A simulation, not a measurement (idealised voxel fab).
The following process module bears the name voxel wiring stack.
Each square cell in cross-section cut measures 5 nm, and the section as a whole is 195 nm wide.
If you're reading a cross-section in this doc, picture square cells in a grid; it comes to you as bands, top ones listed first down to the bottom, and a band can be one or more rows of cells.
The band entry comprises the height of the band's top followed by the height of its bottom, expressed in nm, and subsequently the band's materials from left to right, each stated together with its width in nm. Where a single material is marked with the word "all across", that material fills the band from edge to edge. The word "blank" represents empty space.
The reference from which all heights are counted is 0, the level beneath which the as-received wafer is entirely one material; the lowest band, having no lower bound, proceeds downward and is written after the example "0 and below".
Graded width ("30->40"): value in top row of band = first number; value in bottom row = second number; row-to-row change constant.
"no modification" -> step changed no cross-section cell.
Look at "Closed void roster" for the closed voids: empty spaces with no open path to the top, sized 8 cells or up. Each is width x height at distance, distance from the left edge, all nm.
after a step's settings: what the simulator itself notes on the step
Among the settings permitted on a step's line is "overlay nm"; applied to a step with a mask, it specifies the extent to which the mask lay to the right of its planned position, whereas a negative figure signifies a position to the left.

**Process steps - plan**
1 op RECEIVE | material Si
2 op CONFORMAL_DEP | material SiO2 | thk nm 15
3 op CONFORMAL_DEP | material SiCN | thk nm 5
4 op DIRECTIONAL_DEP | material lowk | thk nm 20
5 op MASKED_ETCH | tone open | mask id METAL_1 | width nm 25 | pitch nm 40 | etch materials lowk | depth nm 20 | overlay nm 0
6 op MASKED_ETCH | tone open | mask id METAL_1 | width nm 25 | pitch nm 40 | etch materials SiCN | depth nm 5 | overlay nm 0
7 op CONFORMAL_DEP | material TiN | thk nm 5
8 op FILL_DEP | material Cu | thk nm 10
9 op CMP | height nm 40
10 op EPI | material Ru | thk nm 5
11 op FILL_DEP | material SiCN | thk nm 5
12 op DIRECTIONAL_DEP | material lowk | thk nm 25
13 op DIRECTIONAL_DEP | material aC | thk nm 15
14 op PATTERN | tone open | mask id METAL_2 | material resist | width nm 25 | pitch nm 40 | thk nm 35 | overlay nm 0
15 op DIRECTIONAL_ETCH | etch materials aC | depth nm 15
16 op STRIP | etch materials resist
17 op DIRECTIONAL_ETCH | etch materials lowk | depth nm 15
18 op STRIP | etch materials aC
19 op PATTERN | tone open | mask id METAL_2_HOLES | material resist | width nm 15 | pitch nm 40 | thk nm 20 | overlay nm 0
20 op DIRECTIONAL_ETCH | etch materials lowk | depth nm 10
21 op DIRECTIONAL_ETCH | etch materials SiCN | depth nm 5
22 op STRIP | etch materials resist
23 op CONFORMAL_DEP | material TiN | thk nm 5
24 op FILL_DEP | material Cu | thk nm 10
25 op CMP | height nm 75
26 op CONFORMAL_DEP | material SiCN | thk nm 5

**The cross-section here shows the wafer as received, i.e. in its state after step 1**
	0 and below: Si all across
	Closed void roster: none

**End-of-module cross-section of the first of two wafers, processed as planned**
	80 down to 75: SiCN all across
	75 down to 65: 65 of lowk; 5 of TiN; 15 of Cu; 5 of TiN; 15 of lowk; 5 of TiN; 15 of Cu; 5 of TiN; 65 of lowk
	65 down to 60: 65 of lowk; 5 of TiN; 5 of Cu; 15 of TiN; 15 of lowk; 5 of TiN; 5 of Cu; 15 of TiN; 65 of lowk
	60 down to 50: 65 of lowk; 5 of TiN; 5 of Cu; 5 of TiN; 25 of lowk; 5 of TiN; 5 of Cu; 5 of TiN; 75 of lowk
	50 down to 45: 65 of SiCN; 15 of TiN; 25 of SiCN; 15 of TiN; 75 of SiCN
	45 down to 40: 60 of SiCN; 35 of Ru; 5 of SiCN; 35 of Ru; 60 of SiCN
	40 down to 20: 65 of lowk; 5 of TiN; 15 of Cu; 5 of TiN; 15 of lowk; 5 of TiN; 15 of Cu; 5 of TiN; 65 of lowk
	20 down to 15: 65 of SiCN; 25 of TiN; 15 of SiCN; 25 of TiN; 65 of SiCN
	15 down to 0: SiO2 all across
	0 and below: Si all across
	Closed void roster: none

**Second of two wafers, module complete, sectioned: it shares the first wafer's start and plan but was run with one mistake**
	80 down to 75: SiCN all across
	75 down to 65: 65 of lowk; 5 of TiN; 15 of Cu; 5 of TiN; 15 of lowk; 5 of TiN; 15 of Cu; 5 of TiN; 65 of lowk
	65 down to 60: 65 of lowk; 5 of TiN; 5 of Cu; 15 of TiN; 15 of lowk; 5 of TiN; 5 of Cu; 15 of TiN; 65 of lowk
	60 down to 50: 65 of lowk; 5 of TiN; 5 of Cu; 5 of TiN; 25 of lowk; 5 of TiN; 5 of Cu; 5 of TiN; 75 of lowk
	50 down to 45: 65 of SiCN; 15 of TiN; 25 of SiCN; 15 of TiN; 75 of SiCN
	45 down to 40: 60 of SiCN; 35 of Ru; 5 of SiCN; 35 of Ru; 60 of SiCN
	40 down to 35: 65 of lowk; 5 of TiN; 15 of Cu; 5 of TiN; 15 of lowk; 5 of TiN; 15 of Cu; 5 of TiN; 65 of lowk
	35 down to 30: 65 of SiCN; 25 of TiN; 15 of SiCN; 25 of TiN; 65 of SiCN
	30 down to 0: SiO2 all across
	0 and below: Si all across
	Closed void roster: none
Against the plan, the run slipped here: step 2 of the plan was carried out twice
Looking at both finished wafers in cells, the second ends up ahead of or behind the first on some materials: 18 fewer of Cu, 117 more of SiO2, 12 fewer of TiN, 87 fewer of lowk
